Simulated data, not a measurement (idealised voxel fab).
Proc. module: voxel ribs on slabs
In the cross-section labelled cut, the width is 250 nm and each square cell is 5 nm.
Cross-sections here: square-cell grids, written as top-down lists of bands, a band being one or more rows of cells.
Basically the band line says how high the top is and how high the bottom is, in nm, and then what's in it from left to right, every material with its width in nm. Empty space shows up as "air", and if a single material carries "full width" it runs the full band edge to edge.
Heights are measured from 0, the level below which the as-received wafer is all one material; the lowest band has no bottom and continues downward, written as in "0 and below".
Top row gets the first number, bottom row gets the second, and each row in between changes by the same step: that is how a band width like "30->40" works.
You'll sometimes find "stayed the same" written for a step, and that's the way of saying that nowhere in the cross-section did a cell change during that step.
This entry, "Enclosed void listing", enumerates those empty regions of no fewer than 8 cells that possess no open connection to the top. Each region is reported in the form width x height at distance, the distance being taken from the left edge, with all three quantities expressed in nm.
Heads up: the bit after the settings on a step's line is the simulator's remark on that step.
A step line may carry the setting "overlay nm", which, for steps involving a mask, states the distance by which the mask lay to the right of its intended position; negative values denote displacement to the left.
### The steps planned for the process are as follows
| 1 | RECEIVE with material Si |
| 2 | DIRECTIONAL_DEP with material SiO2, thk nm 30 |
| 3 | DIRECTIONAL_DEP with material SiN, thk nm 15 |
| 4 | PATTERN with tone cover, mask id RIB, material resist, width nm 25, thk nm 15, overlay nm 0 |
| 5 | DIRECTIONAL_ETCH with etch materials SiN, depth nm 5 |
| 6 | STRIP with etch materials resist |
| 7 | MASKED_ETCH with tone cover, mask id SLAB, width nm 55, etch materials SiN, depth nm 10, overlay nm 0 |
| 8 | FILL_DEP with material SiO2, thk nm 20 |
| 9 | CMP with height nm 60 |
| 10 | DIRECTIONAL_DEP with material W, thk nm 5 |
| 11 | MASKED_ETCH with tone cover, mask id HEATER, width nm 35, etch materials W, depth nm 5, overlay nm 0 |
| 12 | CONFORMAL_DEP with material SiN, thk nm 10 |
### as received, after step 1
* 0 and below | Si full width
* Enclosed void listing: none
### first wafer at the end, as planned
* 75 down to 70 | 95 air  55 SiN  100 air
* 70 down to 65 | SiN full width
* 65 down to 60 | 105 SiN  35 W  110 SiN
* 60 down to 45 | SiO2 full width
* 45 down to 40 | 110 SiO2  25 SiN  115 SiO2
* 40 down to 30 | 95 SiO2  55 SiN  100 SiO2
* 30 down to 0 | SiO2 full width
* 0 and below | Si full width
* Enclosed void listing: none
### Second wafer of the two, sectioned at the end of the module. It began like the first and followed the same plan, but one mistake was made while running it
* 75 down to 70 | 95 air  55 SiN  100 air
* 70 down to 65 | SiN full width
* 65 down to 60 | 105 SiN  35 W  110 SiN
* 60 down to 40 | SiO2 full width
* 40 down to 35 | 95 SiN  55 SiO2  100 SiN
* 35 down to 30 | 95 SiN  15 SiO2  25 SiN  15 SiO2  100 SiN
* 30 down to 0 | SiO2 full width
* 0 and below | Si full width
* Enclosed void listing: none
Finding, execution versus plan: step 7 went in with a setting other than planned; the actual run was MASKED_ETCH with tone open, mask id SLAB, width nm 55, etch materials SiN, depth nm 10, overlay nm 0
at the end the second wafer has, in cells: +56 SiN, -56 SiO2
